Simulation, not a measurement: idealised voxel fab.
The document below concerns the process module designated voxel air gaps.
Shown is cross-section cut, with a width of 280 nm and square cells of size 5 nm.
For the purposes of this document, a cross-section shall be understood as a grid of square cells, specified as bands listed in top-to-bottom order, each band consisting of one or more rows of cells. Each band's line starts with the height of the band's top and of its bottom, in nm. Then come its materials from left to right, each with its width in nm. One material with "all across" fills the band from edge to edge. "blank" is empty space. Measure heights from 0. That's the level where, below it, the as-received wafer is all one material. The lowest band is bottomless and extends downward; write it as in "0 nm and below". So if you see something like "30..40" for the width, read it as the top row of the band sitting at the first number and the bottom row at the second, with every row in between moving by the same amount as the last. Step note "remains unaltered" = no cross-section cell changed. The label "Fully enclosed voids" introduces a list of the empty spaces, 8 cells or larger, that have no open way up to the top; each entry in it reads width x height at distance, where the distance is taken from the left edge and all three are stated in nm. It should be noted that, on the line of a given step, the content following the step's settings is a remark produced by the simulator itself with respect to that step. A step line may carry the setting "overlay nm", which, for steps involving a mask, states the distance by which the mask lay to the right of its intended position; negative values denote displacement to the left.
[Listed below are the process steps as planned]
1: RECEIVE: material Si
2: CONFORMAL_DEP: material SiO2, thk nm 10
3: CONFORMAL_DEP: material SiN, thk nm 5
4: DIRECTIONAL_DEP: material lowk, thk nm 40
5: PATTERN: tone open, mask id LINES, material resist, width nm 20, pitch nm 45, thk nm 15, overlay nm 0
6: DIRECTIONAL_ETCH: etch materials lowk, depth nm 40
7: STRIP: etch materials resist
8: CONFORMAL_DEP: material TiN, thk nm 5
9: FILL_DEP: material Ru, thk nm 10
10: CMP: height nm 55
11: EPI: material Ru, thk nm 10
12: SELECTIVE_ETCH: etch materials lowk, depth nm 50
13: CONFORMAL_DEP: material SiCN, thk nm 5
[Here's what the wafer looked like in cross-section when it arrived - that's after step 1]
    0 nm and below = Si all across
    Fully enclosed voids: none
[Result of the module, cross-sectioned: start per above, plan per above, one error in how it was run]
    70 nm to 65 nm = blank 35 nm, then SiCN 185 nm, then blank 60 nm
    65 nm to 55 nm = blank 35 nm, then SiCN 5 nm, then Ru 40 nm, then SiCN 5 nm, then Ru 40 nm, then SiCN 5 nm, then Ru 40 nm, then SiCN 5 nm, then Ru 40 nm, then SiCN 5 nm, then blank 60 nm
    55 nm to 50 nm = blank 35 nm, then SiCN 15 nm, then TiN 5 nm, then Ru 10 nm, then TiN 5 nm, then SiCN 25 nm, then TiN 5 nm, then Ru 10 nm, then TiN 5 nm, then SiCN 25 nm, then TiN 5 nm, then Ru 10 nm, then TiN 5 nm, then SiCN 25 nm, then TiN 5 nm, then Ru 10 nm, then TiN 5 nm, then SiCN 15 nm, then blank 60 nm
    50 nm to 20 nm = blank 45 nm, then SiCN 5 nm, then TiN 5 nm, then Ru 10 nm, then TiN 5 nm, then SiCN 5 nm, then blank 15 nm, then SiCN 5 nm, then TiN 5 nm, then Ru 10 nm, then TiN 5 nm, then SiCN 5 nm, then blank 15 nm, then SiCN 5 nm, then TiN 5 nm, then Ru 10 nm, then TiN 5 nm, then SiCN 5 nm, then blank 15 nm, then SiCN 5 nm, then TiN 5 nm, then Ru 10 nm, then TiN 5 nm, then SiCN 5 nm, then blank 70 nm
    20 nm to 15 nm = SiCN 50 nm, then TiN 20 nm, then SiCN 25 nm, then TiN 20 nm, then SiCN 25 nm, then TiN 20 nm, then SiCN 25 nm, then TiN 20 nm, then SiCN 75 nm
    15 nm to 10 nm = SiN all across
    10 nm to 0 nm = SiO2 all across
    0 nm and below = Si all across
    Fully enclosed voids: 15 x 30 at 75; 15 x 30 at 120; 15 x 30 at 165
What was the processing mistake? in deviation from the planned setting, step 5 was conducted as PATTERN: tone open, mask id LINES, material resist, width nm 20, pitch nm 45, thk nm 15, overlay nm -10
